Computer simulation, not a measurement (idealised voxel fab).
Presented below is a process module, voxel lift off.
Xsec cut, 285 nm wide, square cell size 5 nm.
We lay out every cross-section as a grid of square cells and spell it out in bands from the top down, where one band means one or more rows of cells.
Quick guide to a band line: top height, bottom height (nm) up front; then every material left to right with its width in nm. Only one material and it's marked "full width"? Then it fills the band edge to edge. And "air" just means empty space.
Ref level 0: as-received wafer is one material below here. Bottom band extends down with no lower bound ("top 0, no bottom").
With a width like "30->40", each row of cells in the band differs from the next by the same amount, the top row carrying the first number and the bottom row the second.
"nothing was modified" (step): cross-section cells unchanged, all of them.
Voids not open to the top, 8 cells minimum: see "Closed void catalog". Written width x height at distance; distance is from the left edge; nm.
On a step's line, text after the settings is the simulator commenting on that step.
overlay nm: how far to the right of its planned place the mask lay on this masked step (negative: to the left).
THESE ARE THE STEPS WE PLANNED FOR THE PROCESS
- 1: op RECEIVE | material Si
- 2: op CONFORMAL_DEP | material Al2O3 | thk nm 5
- 3: op PATTERN | tone open | mask id LINES | material resist | width nm 15 | pitch nm 40 | thk nm 25 | overlay nm 0
- 4: op DIRECTIONAL_DEP | material Ru | thk nm 15
- 5: op STRIP | etch materials resist
- 6: op CONFORMAL_DEP | material SiN | thk nm 5
SO THIS IS THE INCOMING WAFER IN CROSS-SECTION - IT'S ALREADY BEEN THROUGH STEP 1
	top 0, no bottom = Si full width
	Closed void catalog: none
CROSS-SECTION AT MODULE END, ONE RUN ERROR; START AND PLAN UNCHANGED FROM ABOVE
	top 20, bottom 15 = 70 nm air  25 nm SiN  15 nm air  25 nm SiN  15 nm air  25 nm SiN  15 nm air  25 nm SiN  70 nm air
	top 15, bottom 5 = 70 nm air  5 nm SiN  15 nm Ru  5 nm SiN  15 nm air  5 nm SiN  15 nm Ru  5 nm SiN  15 nm air  5 nm SiN  15 nm Ru  5 nm SiN  15 nm air  5 nm SiN  15 nm Ru  5 nm SiN  70 nm air
	top 5, bottom 0 = 75 nm SiN  15 nm Ru  25 nm SiN  15 nm Ru  25 nm SiN  15 nm Ru  25 nm SiN  15 nm Ru  75 nm SiN
	top 0, no bottom = Si full width
	Closed void catalog: none
What went wrong in running the wafer? the plan's step 2 went unexecuted, having been skipped
